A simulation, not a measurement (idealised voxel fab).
Process module in this document: voxel wiring stack
Displayed cross-section: cut, width of 170 nm, square cells sized 5 nm.
A cross-section is a grid of square cells, given in bands from the top down. A band is one or more rows of cells. Top height, bottom height, nm. Materials left to right, width each, nm. Single material + "full width" = fills band edge to edge. "empty" = empty. Measure heights from 0. That's the level where, below it, the as-received wafer is all one material. The lowest band is bottomless and extends downward; write it as in "from 0 down". The notation "30->40" denotes a width that varies across the rows of cells in the band, beginning at the first number in the top row, finishing at the second number in the bottom row, and changing by an identical amount from each row to the next. When a step is marked "no modifications", none of the cells in the cross-section changed during that step. Any empty space of 8 cells or more lacking an open way to the top shows up in "Cavities, sealed" as width x height at distance, distance from the left edge, in nm. Post-settings text on a step line: simulator's own remark regarding the step. If you see "overlay nm" on a step's line and that step has a mask, it's telling you how far right of where it was planned the mask ended up; a negative number means it went left instead.
-- Process steps foreseen in the plan
1. RECEIVE | material Si
2. CONFORMAL_DEP | material SiO2 | thk nm 10
3. CONFORMAL_DEP | material SiN | thk nm 5
4. DIRECTIONAL_DEP | material lowk | thk nm 15
5. PATTERN | tone open | mask id METAL_1 | material resist | width nm 20 | pitch nm 35 | thk nm 20 | overlay nm 0
6. DIRECTIONAL_ETCH | etch materials lowk | depth nm 15
7. DIRECTIONAL_ETCH | etch materials SiN | depth nm 5
8. STRIP | etch materials resist
9. CONFORMAL_DEP | material TiN | thk nm 5
10. FILL_DEP | material Ru | thk nm 10
11. CMP | height nm 30
12. EPI | material Ru | thk nm 5
13. FILL_DEP | material SiCN | thk nm 5
14. DIRECTIONAL_DEP | material SiO2 | thk nm 10
15. DIRECTIONAL_DEP | material aC | thk nm 15
16. PATTERN | tone open | mask id PLUG_1 | material resist | width nm 15 | pitch nm 35 | thk nm 35 | overlay nm 0
17. DIRECTIONAL_ETCH | etch materials aC | depth nm 15
18. STRIP | etch materials resist
19. DIRECTIONAL_ETCH | etch materials SiO2 | depth nm 10
20. DIRECTIONAL_ETCH | etch materials SiCN | depth nm 5
21. STRIP | etch materials aC
22. EPI | material Ru | thk nm 10
23. EPI | material Ru | thk nm 5
24. CONFORMAL_DEP | material SiN | thk nm 5
25. DIRECTIONAL_DEP | material lowk | thk nm 15
26. MASKED_ETCH | tone open | mask id METAL_2 | width nm 20 | pitch nm 35 | etch materials lowk | depth nm 15 | overlay nm 0
27. MASKED_ETCH | tone open | mask id METAL_2 | width nm 20 | pitch nm 35 | etch materials SiN | depth nm 5 | overlay nm 0
28. CONFORMAL_DEP | material TiN | thk nm 5
29. FILL_DEP | material W | thk nm 5
30. CMP | height nm 70
31. EPI | material Ru | thk nm 5
32. FILL_DEP | material SiCN | thk nm 5
33. DIRECTIONAL_DEP | material SiO2 | thk nm 30
34. MASKED_ETCH | tone open | mask id METAL_3 | width nm 20 | pitch nm 35 | etch materials SiO2 | depth nm 15 | overlay nm 0
35. PATTERN | tone open | mask id METAL_3_HOLES | material resist | width nm 15 | pitch nm 35 | thk nm 15 | overlay nm 0
36. DIRECTIONAL_ETCH | etch materials SiO2 | depth nm 15
37. DIRECTIONAL_ETCH | etch materials SiCN | depth nm 5
38. STRIP | etch materials resist
39. CONFORMAL_DEP | material TiN | thk nm 5
40. FILL_DEP | material Ru | thk nm 10
41. CMP | height nm 110
42. CONFORMAL_DEP | material SiN | thk nm 5
-- As-received state of the wafer in cross-section, equivalent to post-step 1
from 0 down | Si full width
Cavities, sealed: none
-- This is how the wafer looks in cross-section once the module is done, given the starting state and plan above and one mistake in carrying the plan out
from 115 to 110 | SiN full width
from 110 to 85 | 20 nm SiO2; 5 nm TiN; 10 nm Ru; 5 nm TiN; 15 nm SiO2; 5 nm TiN; 10 nm Ru; 5 nm TiN; 15 nm SiO2; 5 nm TiN; 10 nm Ru; 5 nm TiN; 15 nm SiO2; 5 nm TiN; 10 nm Ru; 5 nm TiN; 25 nm SiO2
from 85 to 80 | 20 nm SiO2; 5 nm TiN; 5 nm Ru; 10 nm TiN; 15 nm SiO2; 5 nm TiN; 5 nm Ru; 10 nm TiN; 15 nm SiO2; 5 nm TiN; 5 nm Ru; 10 nm TiN; 15 nm SiO2; 5 nm TiN; 5 nm Ru; 10 nm TiN; 25 nm SiO2
from 80 to 75 | 20 nm SiCN; 15 nm TiN; 20 nm SiCN; 15 nm TiN; 20 nm SiCN; 15 nm TiN; 20 nm SiCN; 15 nm TiN; 30 nm SiCN
from 75 to 70 | 15 nm SiCN; 30 nm Ru; 5 nm SiCN; 30 nm Ru; 5 nm SiCN; 30 nm Ru; 5 nm SiCN; 30 nm Ru; 20 nm SiCN
from 70 to 55 | 20 nm lowk; 5 nm TiN; 10 nm W; 5 nm TiN; 15 nm lowk; 5 nm TiN; 10 nm W; 5 nm TiN; 15 nm lowk; 5 nm TiN; 10 nm W; 5 nm TiN; 15 nm lowk; 5 nm TiN; 10 nm W; 5 nm TiN; 25 nm lowk
from 55 to 50 | 20 nm SiN; 20 nm TiN; 15 nm SiN; 20 nm TiN; 15 nm SiN; 20 nm TiN; 15 nm SiN; 20 nm TiN; 25 nm SiN
from 50 to 40 | 20 nm SiO2; 15 nm Ru; 20 nm SiO2; 15 nm Ru; 20 nm SiO2; 15 nm Ru; 20 nm SiO2; 15 nm Ru; 30 nm SiO2
from 40 to 30 | 20->15 nm SiCN; 15->30 nm Ru; 20->5 nm SiCN; 15->30 nm Ru; 20->5 nm SiCN; 15->30 nm Ru; 20->5 nm SiCN; 15->30 nm Ru; 30->20 nm SiCN
from 30 to 15 | 20 nm lowk; 5 nm TiN; 10 nm Ru; 5 nm TiN; 15 nm lowk; 5 nm TiN; 10 nm Ru; 5 nm TiN; 15 nm lowk; 5 nm TiN; 10 nm Ru; 5 nm TiN; 15 nm lowk; 5 nm TiN; 10 nm Ru; 5 nm TiN; 25 nm lowk
from 15 to 10 | 20 nm SiN; 20 nm TiN; 15 nm SiN; 20 nm TiN; 15 nm SiN; 20 nm TiN; 15 nm SiN; 20 nm TiN; 25 nm SiN
from 10 to 0 | SiO2 full width
from 0 down | Si full width
Cavities, sealed: none
What went wrong in running the wafer? plan step 34 ran twice
